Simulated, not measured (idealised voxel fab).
Process module heading - voxel transistor to metal
Cross-sectional view cut (width: 165 nm; square cell size: 5 nm).
How to read a cross-section here: the picture is a grid of square cells, written as bands going from the top down, and any band can span one or more rows of cells.
Top height, bottom height, nm. Materials left to right, width each, nm. Single material + "edge to edge" = fills band edge to edge. "empty" = empty.
The level at which height equals 0 is the one under which the wafer, as it arrives, is entirely one material. No lower edge exists for the bottom band, which continues downward and is notated as in "0..down".
A width such as "30 to 40" changes by the same amount from each row of cells to the next, from the band's top row to its bottom row.
Any step labelled "stayed the same" changed none of the cells in the cross-section.
Entry "Entrapped void list". Content: empty spaces with no open connection to the top, size 8 cells or greater. Each: width x height at distance. Distance: from left edge. Unit: nm.
Post-settings text on a step line: simulator's own remark regarding the step.
The line of a step may include "overlay nm". On a step with a mask, this value is how far to the right of its planned place the mask lay. A negative value means the mask lay to the left.
[Below is the list of planned process steps]
1,RECEIVE [material Si]
2,OXIDIZE [depth nm 5]
3,CONFORMAL_DEP [material SiN] [thk nm 10]
4,MASKED_ETCH [tone cover] [mask id ACTIVE] [width nm 115] [etch materials SiN] [depth nm 10] [overlay nm 0]
5,MASKED_ETCH [tone cover] [mask id ACTIVE] [width nm 115] [etch materials SiO2] [depth nm 5] [overlay nm 0]
6,MASKED_ETCH [tone cover] [mask id ACTIVE] [width nm 115] [etch materials Si] [depth nm 35] [overlay nm 0]
7,OXIDIZE [depth nm 5]
8,FILL_DEP [material SiO2] [thk nm 15]
9,CMP [height nm 10]
10,SELECTIVE_ETCH [etch materials SiO2] [depth nm 10]
11,STRIP [etch materials SiN]
12,SELECTIVE_ETCH [etch materials SiO2] [depth nm 5]
13,OXIDIZE [depth nm 5]
14,DIRECTIONAL_DEP [material polySi] [thk nm 25]
15,DIRECTIONAL_DEP [material SiCN] [thk nm 10]
16,MASKED_ETCH [tone cover] [mask id GATE] [width nm 35] [etch materials SiCN] [depth nm 20] [overlay nm 0]
17,MASKED_ETCH [tone cover] [mask id GATE] [width nm 35] [etch materials polySi] [depth nm 35] [overlay nm 0]
18,CONFORMAL_DEP [material SiN] [thk nm 10]
19,DIRECTIONAL_ETCH [etch materials SiN] [depth nm 10]
20,DIRECTIONAL_ETCH [etch materials SiO2] [depth nm 5]
21,DIRECTIONAL_ETCH [etch materials Si] [depth nm 5]
22,EPI [material SiGe] [thk nm 5]
23,FILL_DEP [material SiO2] [thk nm 10]
24,CMP [height nm 20]
25,STRIP [etch materials polySi]
26,SELECTIVE_ETCH [etch materials SiO2] [depth nm 5]
27,CONFORMAL_DEP [material HfO2] [thk nm 5]
28,CONFORMAL_DEP [material TiN] [thk nm 5]
29,FILL_DEP [material W] [thk nm 5]
30,CMP [height nm 15]
31,DIRECTIONAL_DEP [material SiO2] [thk nm 10]
32,DIRECTIONAL_DEP [material aC] [thk nm 10]
33,PATTERN [tone open] [mask id CONTACT] [material resist] [width nm 20] [pitch nm 85] [thk nm 30] [overlay nm 0]
34,DIRECTIONAL_ETCH [etch materials aC] [depth nm 10]
35,STRIP [etch materials resist]
36,DIRECTIONAL_ETCH [etch materials SiO2] [depth nm 35]
37,STRIP [etch materials aC]
38,CONFORMAL_DEP [material TiN] [thk nm 5]
39,FILL_DEP [material W] [thk nm 5]
40,CMP [height nm 25]
41,DIRECTIONAL_DEP [material TiN] [thk nm 5]
42,DIRECTIONAL_DEP [material W] [thk nm 25]
43,MASKED_ETCH [tone cover] [mask id METAL_1] [width nm 20] [pitch nm 85] [etch materials W] [depth nm 25] [overlay nm 0]
44,MASKED_ETCH [tone cover] [mask id METAL_1] [width nm 20] [pitch nm 85] [etch materials TiN] [depth nm 5] [overlay nm 0]
45,CONFORMAL_DEP [material SiN] [thk nm 5]
46,FILL_DEP [material lowk] [thk nm 5]
47,CMP [height nm 55]
48,CONFORMAL_DEP [material SiCN] [thk nm 5]
Wafers differ in thk nm at step 45; plan lists the first wafer's value; identical starting state.
[Step 1 complete: as-received cross-section of the first of several wafers]
> 0..down = Si edge to edge
> Entrapped void list: none
[First of several wafers in cross-section at module end, following the final step, step 48]
> 60..55 = SiCN edge to edge
> 55..30 = lowk: 25 | SiN: 5 | W: 20 | SiN: 5 | lowk: 55 | SiN: 5 | W: 20 | SiN: 5 | lowk: 25
> 30..25 = SiN: 30 | TiN: 20 | SiN: 65 | TiN: 20 | SiN: 30
> 25..15 = SiO2: 30 | TiN: 5 | W: 10 | TiN: 5 | SiO2: 65 | TiN: 5 | W: 10 | TiN: 5 | SiO2: 30
> 15..0 = SiO2: 30 | TiN: 5 | W: 10 | TiN: 5 | SiO2: 5 | SiN: 10 | HfO2: 5 | TiN: 5 | W: 15 | TiN: 5 | HfO2: 5 | SiN: 10 | SiO2: 5 | TiN: 5 | W: 10 | TiN: 5 | SiO2: 30
> 0..-5 = SiO2: 30 | TiN: 5 | W: 10 | TiN: 5 | SiO2: 5 | SiN: 10 | HfO2: 5 | TiN: 25 | HfO2: 5 | SiN: 10 | SiO2: 5 | TiN: 5 | W: 10 | TiN: 5 | SiO2: 30
> -5..-10 = SiO2: 30 | TiN: 20 | SiGe: 5 | SiO2: 5 | HfO2: 45 | SiO2: 5 | SiGe: 5 | TiN: 20 | SiO2: 30
> -10..-15 = SiO2: 30 | SiGe: 25 | Si: 55 | SiGe: 25 | SiO2: 30
> -15..-45 = SiO2: 30 | Si: 105 | SiO2: 30
> -45..down = Si edge to edge
> Entrapped void list: none
[Sectional view of the last wafer upon completion of the module]
> 60..55 = SiCN edge to edge
> 55..45 = lowk: 10 | SiN: 20 | W: 20 | SiN: 20 | lowk: 25 | SiN: 20 | W: 20 | SiN: 20 | lowk: 10
> 45..30 = SiN: 30 | W: 20 | SiN: 65 | W: 20 | SiN: 30
> 30..25 = SiN: 30 | TiN: 20 | SiN: 65 | TiN: 20 | SiN: 30
> 25..15 = SiO2: 30 | TiN: 5 | W: 10 | TiN: 5 | SiO2: 65 | TiN: 5 | W: 10 | TiN: 5 | SiO2: 30
> 15..0 = SiO2: 30 | TiN: 5 | W: 10 | TiN: 5 | SiO2: 5 | SiN: 10 | HfO2: 5 | TiN: 5 | W: 15 | TiN: 5 | HfO2: 5 | SiN: 10 | SiO2: 5 | TiN: 5 | W: 10 | TiN: 5 | SiO2: 30
> 0..-5 = SiO2: 30 | TiN: 5 | W: 10 | TiN: 5 | SiO2: 5 | SiN: 10 | HfO2: 5 | TiN: 25 | HfO2: 5 | SiN: 10 | SiO2: 5 | TiN: 5 | W: 10 | TiN: 5 | SiO2: 30
> -5..-10 = SiO2: 30 | TiN: 20 | SiGe: 5 | SiO2: 5 | HfO2: 45 | SiO2: 5 | SiGe: 5 | TiN: 20 | SiO2: 30
> -10..-15 = SiO2: 30 | SiGe: 25 | Si: 55 | SiGe: 25 | SiO2: 30
> -15..-45 = SiO2: 30 | Si: 105 | SiO2: 30
> -45..down = Si edge to edge
> Entrapped void list: none
[Where each wafer stands at the end of the module, a row apiece: cells of each material gained (+) or lost (-) since it was received, then closed voids]
thk nm 5 | +17 HfO2 | -160 Si | +33 SiCN | +12 SiGe | +61 SiN | +204 SiO2 | +51 TiN | +73 W | +105 lowk | Entrapped void list: none
thk nm 10 | +17 HfO2 | -160 Si | +33 SiCN | +12 SiGe | +98 SiN | +204 SiO2 | +51 TiN | +73 W | +68 lowk | Entrapped void list: none
thk nm 15 | +17 HfO2 | -160 Si | +33 SiCN | +12 SiGe | +127 SiN | +204 SiO2 | +51 TiN | +73 W | +39 lowk | Entrapped void list: none
thk nm 20 | +17 HfO2 | -160 Si | +33 SiCN | +12 SiGe | +148 SiN | +204 SiO2 | +51 TiN | +73 W | +18 lowk | Entrapped void list: none
